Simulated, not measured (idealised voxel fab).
process module | voxel wiring stack
cross-section cut | 160 nm wide | cells 5 nm
A cross-section is a grid of square cells, given in bands from the top down. A band is one or more rows of cells.
Each band's line starts with the height of the band's top and of its bottom, in nm. Then come its materials from left to right, each with its width in nm. One material with "throughout" fills the band from edge to edge. "air" is empty space.
Height 0 is the level under which the wafer as received is all one material. The lowest band goes on downwards, as in "0 down".
A width such as "30 to 40" changes by the same amount from each row of cells to the next, from the band's top row to its bottom row.
"no change" after a step means that no cell of the cross-section changed.
closed voids: empty space of 8 cells or more with no open way to the top, each as width x height at its distance from the left edge, in nm
after a step's settings: what the simulator itself notes on the step
overlay nm, on a step with a mask: how far to the right of its planned place the mask lay; to the left if negative
plan
1 op RECEIVE | material Si
2 op CONFORMAL_DEP | material SiO2 | thk nm 15
3 op CONFORMAL_DEP | material SiCN | thk nm 5
4 op DIRECTIONAL_DEP | material lowk | thk nm 20
5 op DIRECTIONAL_DEP | material aC | thk nm 15
6 op PATTERN | tone open | mask id METAL_1 | material resist | width nm 25 | pitch nm 45 | thk nm 30 | overlay nm 0
7 op DIRECTIONAL_ETCH | etch materials aC | depth nm 15
8 op STRIP | etch materials resist
9 op DIRECTIONAL_ETCH | etch materials lowk | depth nm 20
10 op DIRECTIONAL_ETCH | etch materials SiCN | depth nm 5
11 op STRIP | etch materials aC
12 op CONFORMAL_DEP | material TiN | thk nm 5
13 op FILL_DEP | material Cu | thk nm 5
14 op CMP | height nm 40
15 op CONFORMAL_DEP | material SiCN | thk nm 5
16 op DIRECTIONAL_DEP | material lowk | thk nm 15
17 op MASKED_ETCH | tone open | mask id PLUG_1 | width nm 15 | pitch nm 45 | etch materials lowk | depth nm 15 | overlay nm 0
18 op MASKED_ETCH | tone open | mask id PLUG_1 | width nm 15 | pitch nm 45 | etch materials SiCN | depth nm 5 | overlay nm 0
19 op EPI | material Ru | thk nm 10
20 op EPI | material Ru | thk nm 10
21 op CONFORMAL_DEP | material SiCN | thk nm 5
22 op DIRECTIONAL_DEP | material SiO2 | thk nm 20
23 op PATTERN | tone open | mask id METAL_2 | material resist | width nm 25 | pitch nm 45 | thk nm 15 | overlay nm 0
24 op DIRECTIONAL_ETCH | etch materials SiO2 | depth nm 20
25 op DIRECTIONAL_ETCH | etch materials SiCN | depth nm 5
26 op STRIP | etch materials resist
27 op CONFORMAL_DEP | material TiN | thk nm 5
28 op FILL_DEP | material W | thk nm 10
29 op CMP | height nm 85
30 op CONFORMAL_DEP | material SiCN | thk nm 5
31 op DIRECTIONAL_DEP | material SiO2 | thk nm 35
32 op PATTERN | tone open | mask id METAL_3_HOLES | material resist | width nm 15 | pitch nm 45 | thk nm 20 | overlay nm 0
33 op DIRECTIONAL_ETCH | etch materials SiO2 | depth nm 35
34 op STRIP | etch materials resist
35 op DIRECTIONAL_DEP | material aC | thk nm 10
36 op PATTERN | tone open | mask id METAL_3 | material resist | width nm 25 | pitch nm 45 | thk nm 30 | overlay nm 0
37 op DIRECTIONAL_ETCH | etch materials aC | depth nm 10
38 op STRIP | etch materials resist
39 op DIRECTIONAL_ETCH | etch materials SiO2 | depth nm 20
40 op DIRECTIONAL_ETCH | etch materials SiCN | depth nm 5
41 op STRIP | etch materials aC
42 op CONFORMAL_DEP | material TiN | thk nm 5
43 op FILL_DEP | material Cu | thk nm 10
44 op CMP | height nm 125
45 op CONFORMAL_DEP | material SiCN | thk nm 5
46 op DIRECTIONAL_DEP | material SiO2 | thk nm 10
47 op PATTERN | tone open | mask id PLUG_3 | material resist | width nm 15 | pitch nm 45 | thk nm 15 | overlay nm 0
48 op DIRECTIONAL_ETCH | etch materials SiO2 | depth nm 10
49 op DIRECTIONAL_ETCH | etch materials SiCN | depth nm 5
50 op STRIP | etch materials resist
51 op EPI | material Ru | thk nm 10
52 op EPI | material Ru | thk nm 5
53 op DIRECTIONAL_DEP | material TiN | thk nm 5
54 op DIRECTIONAL_DEP | material Ru | thk nm 20
55 op PATTERN | tone cover | mask id METAL_4 | material resist | width nm 25 | pitch nm 45 | thk nm 15 | overlay nm 0
56 op DIRECTIONAL_ETCH | etch materials Ru | depth nm 20
57 op DIRECTIONAL_ETCH | etch materials TiN | depth nm 5
58 op STRIP | etch materials resist
59 op CONFORMAL_DEP | material SiN | thk nm 5
60 op FILL_DEP | material lowk | thk nm 10
61 op CMP | height nm 165
62 op CONFORMAL_DEP | material SiCN | thk nm 5
varied across the wafers: width nm of step 17. The plan shows the first wafer's value. All wafers start alike
first wafer as received, after step 1
  0 down: Si throughout
  closed voids: none
each wafer at the end: cells of each material gained (+) or lost (-) since it was received, then its closed voids
width nm 15 | +50 Cu | +82 Ru | +154 SiCN | +38 SiN | +402 SiO2 | +100 TiN | +24 W | +238 lowk | closed voids: none
width nm 20 | +50 Cu | +88 Ru | +154 SiCN | +38 SiN | +402 SiO2 | +100 TiN | +24 W | +232 lowk | closed voids: none
width nm 25 | +50 Cu | +94 Ru | +154 SiCN | +38 SiN | +402 SiO2 | +100 TiN | +24 W | +226 lowk | closed voids: none
width nm 30 | +50 Cu | +100 Ru | +154 SiCN | +38 SiN | +402 SiO2 | +100 TiN | +24 W | +220 lowk | closed voids: none
